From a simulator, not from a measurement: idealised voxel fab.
process module | voxel ribs on slabs
We display cut, a cross-section 200 nm in width whose square cells are each 5 nm.
When this document writes out a cross-section, it uses a grid of square cells and lists it as bands, beginning at the top and moving down, with a band standing for one or more rows of cells. Top height, bottom height, nm. Materials left to right, width each, nm. Single material + "edge to edge" = fills band edge to edge. "air" = empty. Below 0: as-received wafer, all one material; heights counted from there. Lowest band: no bottom, goes on down, written "0 -> down". Quick explanation for "30..40": the width changes in equal steps down the rows of cells, from the first number in the band's top row to the second number in its bottom row. It should be understood that the words "same as before", when stated for a given step, signify that the cross-section underwent no change in any of its cells during that step. "Completely enclosed voids" enumerates empty spaces isolated from the top, with no open way to it, that contain at least 8 cells, giving each as width x height at distance from the left edge, all three in nm. On a step's line, text after the settings is the simulator commenting on that step. "overlay nm" on a masked step: distance the mask lay right of its planned place, negative for left.

The following list gives the planned process steps
1: RECEIVE: material Si
2: DIRECTIONAL_DEP: material SiO2, thk nm 25
3: DIRECTIONAL_DEP: material SiN, thk nm 25
4: MASKED_ETCH: tone cover, mask id RIB, width nm 25, etch materials SiN, depth nm 20, overlay nm 0
5: DIRECTIONAL_DEP: material aC, thk nm 15
6: PATTERN: tone cover, mask id SLAB, material resist, width nm 55, thk nm 30, overlay nm 0
7: DIRECTIONAL_ETCH: etch materials aC, depth nm 15
8: STRIP: etch materials resist
9: DIRECTIONAL_ETCH: etch materials SiN, depth nm 5
10: STRIP: etch materials aC
11: FILL_DEP: material SiO2, thk nm 20
12: CMP: height nm 60
13: DIRECTIONAL_DEP: material W, thk nm 5
14: MASKED_ETCH: tone cover, mask id HEATER, width nm 35, etch materials W, depth nm 5, overlay nm 0
15: CONFORMAL_DEP: material SiN, thk nm 5
Quick note for whoever runs this: the wafers start identical, but the thk nm at step 15 isn't the same across them. The plan just shows what the first wafer had.

As-received state after step 1, first of several wafers, cross-section
	0 -> down: Si edge to edge
	Completely enclosed voids: none

Here's the first of several wafers in cross-section, end of the module, after the last step, step 15
	70 -> 65: air 75 | SiN 45 | air 80
	65 -> 60: SiN 80 | W 35 | SiN 85
	60 -> 50: SiO2 edge to edge
	50 -> 30: SiO2 85 | SiN 25 | SiO2 90
	30 -> 25: SiO2 70 | SiN 55 | SiO2 75
	25 -> 0: SiO2 edge to edge
	0 -> down: Si edge to edge
	Completely enclosed voids: none

Cross-section at module completion, last wafer
	90 -> 85: air 55 | SiN 85 | air 60
	85 -> 65: SiN edge to edge
	65 -> 60: SiN 80 | W 35 | SiN 85
	60 -> 50: SiO2 edge to edge
	50 -> 30: SiO2 85 | SiN 25 | SiO2 90
	30 -> 25: SiO2 70 | SiN 55 | SiO2 75
	25 -> 0: SiO2 edge to edge
	0 -> down: Si edge to edge
	Completely enclosed voids: none

Per wafer (row), end of module: delta in cells per material since receipt, (+) for gained, (-) for lost; closed voids after that
thk nm 5; +73 SiN; +449 SiO2; +7 W; Completely enclosed voids: none
thk nm 10; +115 SiN; +449 SiO2; +7 W; Completely enclosed voids: none
thk nm 15; +157 SiN; +449 SiO2; +7 W; Completely enclosed voids: none
thk nm 20; +199 SiN; +449 SiO2; +7 W; Completely enclosed voids: none
thk nm 25; +241 SiN; +449 SiO2; +7 W; Completely enclosed voids: none
